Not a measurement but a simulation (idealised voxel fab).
Process module heading - voxel wiring stack
Cross-sectional view cut (width: 180 nm; square cell size: 5 nm).
Think of the cross-section as a grid of square cells. We describe it in bands, top to bottom, and each band covers one or more rows of those cells.
Basically the band line says how high the top is and how high the bottom is, in nm, and then what's in it from left to right, every material with its width in nm. Empty space shows up as "blank", and if a single material carries "edge to edge" it runs the full band edge to edge.
For the purposes of this specification, 0 denotes the height below which the wafer in its as-received condition is composed wholly of one material, and the lowermost band, lacking a lower limit, extends downward without end, as expressed in "0 and below".
Top row gets the first number, bottom row gets the second, and each row in between changes by the same step: that is how a band width like "30..40" works.
"everything unchanged" means the step left every cell of the cross-section as it was.
"Enclosed void inventory" enumerates empty spaces isolated from the top, with no open way to it, that contain at least 8 cells, giving each as width x height at distance from the left edge, all three in nm.
Anything after a step's settings on that line? It's the simulator's own note about the step.
The setting "overlay nm" may be written on the line of a step. When the step uses a mask, the value reports how far to the right of the planned place the mask lay, and a negative value reports that it lay to the left.
LISTED BELOW ARE THE PROCESS STEPS AS PLANNED
1) RECEIVE | material Si
2) CONFORMAL_DEP | material SiO2 | thk nm 10
3) CONFORMAL_DEP | material SiN | thk nm 5
4) DIRECTIONAL_DEP | material SiO2 | thk nm 25
5) MASKED_ETCH | tone open | mask id METAL_1 | width nm 30 | pitch nm 55 | etch materials SiO2 | depth nm 25 | overlay nm 0
6) MASKED_ETCH | tone open | mask id METAL_1 | width nm 30 | pitch nm 55 | etch materials SiN | depth nm 5 | overlay nm 0
7) CONFORMAL_DEP | material TiN | thk nm 5
8) FILL_DEP | material Cu | thk nm 5
9) CMP | height nm 40
10) CONFORMAL_DEP | material SiCN | thk nm 5
11) DIRECTIONAL_DEP | material lowk | thk nm 15
12) DIRECTIONAL_DEP | material aC | thk nm 15
13) PATTERN | tone open | mask id PLUG_1 | material resist | width nm 15 | thk nm 35 | overlay nm 0
14) DIRECTIONAL_ETCH | etch materials aC | depth nm 15
15) STRIP | etch materials resist
16) DIRECTIONAL_ETCH | etch materials lowk | depth nm 15
17) DIRECTIONAL_ETCH | etch materials SiCN | depth nm 5
18) STRIP | etch materials aC
19) EPI | material Ru | thk nm 10
20) EPI | material Ru | thk nm 10
21) CONFORMAL_DEP | material SiCN | thk nm 5
22) DIRECTIONAL_DEP | material SiO2 | thk nm 15
23) DIRECTIONAL_DEP | material aC | thk nm 15
24) PATTERN | tone open | mask id METAL_2 | material resist | width nm 30 | pitch nm 55 | thk nm 35 | overlay nm 0
25) DIRECTIONAL_ETCH | etch materials aC | depth nm 15
26) STRIP | etch materials resist
27) DIRECTIONAL_ETCH | etch materials SiO2 | depth nm 15
28) DIRECTIONAL_ETCH | etch materials SiCN | depth nm 5
29) STRIP | etch materials aC
30) CONFORMAL_DEP | material TiN | thk nm 5
31) FILL_DEP | material W | thk nm 10
32) CMP | height nm 80
33) CONFORMAL_DEP | material SiCN | thk nm 5
34) DIRECTIONAL_DEP | material SiO2 | thk nm 15
35) DIRECTIONAL_DEP | material aC | thk nm 15
36) PATTERN | tone open | mask id PLUG_2 | material resist | width nm 15 | pitch nm 55 | thk nm 30 | overlay nm 0
37) DIRECTIONAL_ETCH | etch materials aC | depth nm 15
38) STRIP | etch materials resist
39) DIRECTIONAL_ETCH | etch materials SiO2 | depth nm 15
40) DIRECTIONAL_ETCH | etch materials SiCN | depth nm 5
41) STRIP | etch materials aC
42) CONFORMAL_DEP | material TiN | thk nm 5
43) FILL_DEP | material Ru | thk nm 5
44) CMP | height nm 100
45) DIRECTIONAL_DEP | material TiN | thk nm 5
46) DIRECTIONAL_DEP | material Ru | thk nm 25
47) MASKED_ETCH | tone cover | mask id METAL_3 | width nm 30 | pitch nm 55 | etch materials Ru | depth nm 25 | overlay nm 0
48) MASKED_ETCH | tone cover | mask id METAL_3 | width nm 30 | pitch nm 55 | etch materials TiN | depth nm 5 | overlay nm 0
49) CONFORMAL_DEP | material SiCN | thk nm 5
50) FILL_DEP | material SiO2 | thk nm 5
51) CMP | height nm 130
52) CONFORMAL_DEP | material SiCN | thk nm 5
53) DIRECTIONAL_DEP | material lowk | thk nm 25
54) PATTERN | tone open | mask id METAL_4_HOLES | material resist | width nm 15 | pitch nm 55 | thk nm 15 | overlay nm 0
55) DIRECTIONAL_ETCH | etch materials lowk | depth nm 25
56) STRIP | etch materials resist
57) MASKED_ETCH | tone open | mask id METAL_4 | width nm 30 | pitch nm 55 | etch materials lowk | depth nm 15 | overlay nm 0
58) MASKED_ETCH | tone open | mask id METAL_4 | width nm 30 | pitch nm 55 | etch materials SiCN | depth nm 5 | overlay nm 0
59) CONFORMAL_DEP | material TiN | thk nm 5
60) FILL_DEP | material Cu | thk nm 10
61) CMP | height nm 160
62) CONFORMAL_DEP | material SiCN | thk nm 5
WAFER CROSS-SECTION ON RECEIPT, I.E. AFTER STEP 1
0 and below | Si edge to edge
Enclosed void inventory: none
END-OF-MODULE XS, FIRST OF TWO WAFERS, RUN AS PLANNED
165 down to 160 | SiCN edge to edge
160 down to 150 | lowk: 45; TiN: 5; Cu: 20; TiN: 5; lowk: 25; TiN: 5; Cu: 20; TiN: 5; lowk: 50
150 down to 145 | lowk: 45; TiN: 5; Cu: 5; TiN: 20; lowk: 25; TiN: 5; Cu: 5; TiN: 20; lowk: 50
145 down to 135 | lowk: 45; TiN: 5; Cu: 5; TiN: 5; lowk: 40; TiN: 5; Cu: 5; TiN: 5; lowk: 65
135 down to 130 | SiCN: 45; TiN: 15; SiCN: 40; TiN: 15; SiCN: 65
130 down to 105 | SiO2: 40; SiCN: 5; Ru: 30; SiCN: 5; SiO2: 15; SiCN: 5; Ru: 30; SiCN: 5; SiO2: 45
105 down to 100 | SiCN: 45; TiN: 30; SiCN: 25; TiN: 30; SiCN: 50
100 down to 85 | SiO2: 45; TiN: 5; Ru: 5; TiN: 5; SiO2: 40; TiN: 5; Ru: 5; TiN: 5; SiO2: 65
85 down to 80 | SiCN: 45; TiN: 15; SiCN: 40; TiN: 15; SiCN: 65
80 down to 65 | SiO2: 45; TiN: 5; W: 20; TiN: 5; SiO2: 25; TiN: 5; W: 20; TiN: 5; SiO2: 50
65 down to 60 | SiCN: 45; TiN: 30; SiCN: 25; TiN: 30; SiCN: 50
60 down to 45 | lowk: 45; Ru: 15; lowk: 120
45 down to 40 | SiCN: 45; Ru: 15; SiCN: 120
40 down to 15 | SiO2: 45; TiN: 5; Cu: 20; TiN: 5; SiO2: 25; TiN: 5; Cu: 20; TiN: 5; SiO2: 50
15 down to 10 | SiN: 45; TiN: 30; SiN: 25; TiN: 30; SiN: 50
10 down to 0 | SiO2 edge to edge
0 and below | Si edge to edge
Enclosed void inventory: none
WAFER TWO (OF TWO), END-OF-MODULE CROSS-SECTION: START = WAFER ONE, PLAN = WAFER ONE, ONE RUN MISTAKE
165 down to 160 | SiCN edge to edge
160 down to 150 | lowk: 45; TiN: 5; Cu: 20; TiN: 5; lowk: 25; TiN: 5; Cu: 20; TiN: 5; lowk: 50
150 down to 145 | lowk: 45; TiN: 5; Cu: 5; TiN: 20; lowk: 25; TiN: 5; Cu: 5; TiN: 20; lowk: 50
145 down to 135 | lowk: 45; TiN: 5; Cu: 5; TiN: 5; lowk: 40; TiN: 5; Cu: 5; TiN: 5; lowk: 65
135 down to 130 | SiCN: 45; TiN: 15; SiCN: 40; TiN: 15; SiCN: 65
130 down to 105 | SiO2: 40; SiCN: 5; Ru: 30; SiCN: 5; SiO2: 15; SiCN: 5; Ru: 30; SiCN: 5; SiO2: 45
105 down to 95 | SiCN: 45; TiN: 30..15; SiCN: 25..40; TiN: 30..15; SiCN: 50..65
95 down to 80 | SiO2 edge to edge
80 down to 65 | SiO2: 45; TiN: 5; W: 20; TiN: 5; SiO2: 25; TiN: 5; W: 20; TiN: 5; SiO2: 50
65 down to 60 | SiCN: 45; TiN: 30; SiCN: 25; TiN: 30; SiCN: 50
60 down to 45 | lowk: 45; Ru: 15; lowk: 120
45 down to 40 | SiCN: 45; Ru: 15; SiCN: 120
40 down to 15 | SiO2: 45; TiN: 5; Cu: 20; TiN: 5; SiO2: 25; TiN: 5; Cu: 20; TiN: 5; SiO2: 50
15 down to 10 | SiN: 45; TiN: 30; SiN: 25; TiN: 30; SiN: 50
10 down to 0 | SiO2 edge to edge
0 and below | Si edge to edge
Enclosed void inventory: none
In executing the process, a mistake was made relative to the plan: step 34 occupied the plan position of step 33, and the converse holds as well
The final cell counts differ between the wafers, with the second having more or fewer of some materials than the first: 6 fewer of Ru; 18 more of SiO2; 12 fewer of TiN
